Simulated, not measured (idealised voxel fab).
process module | voxel trench capacitor
cross-section cut | 275 nm wide | cells 5 nm
A cross-section is a grid of square cells, given in bands from the top down. A band is one or more rows of cells.
Each band's line starts with the height of the band's top and of its bottom, in nm. Then come its materials from left to right, each with its width in nm. One material with "throughout" fills the band from edge to edge. "air" is empty space.
Height 0 is the level under which the wafer as received is all one material. The lowest band goes on downwards, as in "0 down".
A width such as "30 to 40" changes by the same amount from each row of cells to the next, from the band's top row to its bottom row.
"no change" after a step means that no cell of the cross-section changed.
closed voids: empty space of 8 cells or more with no open way to the top, each as width x height at its distance from the left edge, in nm
after a step's settings: what the simulator itself notes on the step
overlay nm, on a step with a mask: how far to the right of its planned place the mask lay; to the left if negative
plan
1 op RECEIVE | material Si
2 op CONFORMAL_DEP | material SiN | thk nm 10
3 op DIRECTIONAL_DEP | material aC | thk nm 10
4 op PATTERN | tone open | mask id TRENCH | material resist | width nm 25 | pitch nm 40 | thk nm 25 | overlay nm 0
5 op DIRECTIONAL_ETCH | etch materials aC | depth nm 10
6 op STRIP | etch materials resist
7 op DIRECTIONAL_ETCH | etch materials SiN | depth nm 10
8 op DIRECTIONAL_ETCH | etch materials Si | depth nm 30
9 op STRIP | etch materials aC
10 op CONFORMAL_DEP | material HfO2 | thk nm 5
11 op CONFORMAL_DEP | material TiN | thk nm 5
12 op FILL_DEP | material W | thk nm 10
13 op CMP | height nm 10
as received, after step 1
  0 down: Si throughout
  closed voids: none
first wafer at the end, as planned
  10 to 0: SiN 105 | HfO2 5 | TiN 5 | W 5 | TiN 5 | HfO2 5 | SiN 15 | HfO2 5 | TiN 5 | W 5 | TiN 5 | HfO2 5 | SiN 105
  0 to -20: Si 105 | HfO2 5 | TiN 5 | W 5 | TiN 5 | HfO2 5 | Si 15 | HfO2 5 | TiN 5 | W 5 | TiN 5 | HfO2 5 | Si 105
  -20 to -25: Si 105 | HfO2 5 | TiN 15 | HfO2 5 | Si 15 | HfO2 5 | TiN 15 | HfO2 5 | Si 105
  -25 to -30: Si 105 | HfO2 25 | Si 15 | HfO2 25 | Si 105
  -30 down: Si throughout
  closed voids: none
second wafer at the end: like start, like plan, one mistake
  10 to 0: SiN 115 | HfO2 5 | TiN 5 | W 5 | TiN 5 | HfO2 5 | SiN 15 | HfO2 5 | TiN 5 | W 5 | TiN 5 | HfO2 5 | SiN 95
  0 to -20: Si 115 | HfO2 5 | TiN 5 | W 5 | TiN 5 | HfO2 5 | Si 15 | HfO2 5 | TiN 5 | W 5 | TiN 5 | HfO2 5 | Si 95
  -20 to -25: Si 115 | HfO2 5 | TiN 15 | HfO2 5 | Si 15 | HfO2 5 | TiN 15 | HfO2 5 | Si 95
  -25 to -30: Si 115 | HfO2 25 | Si 15 | HfO2 25 | Si 95
  -30 down: Si throughout
  closed voids: none
what went wrong: step 4 ran as: op PATTERN | tone open | mask id TRENCH | material resist | width nm 25 | pitch nm 40 | thk nm 25 | overlay nm 10
at the end the second wafer has, in cells: as many of each material as the first, in other places
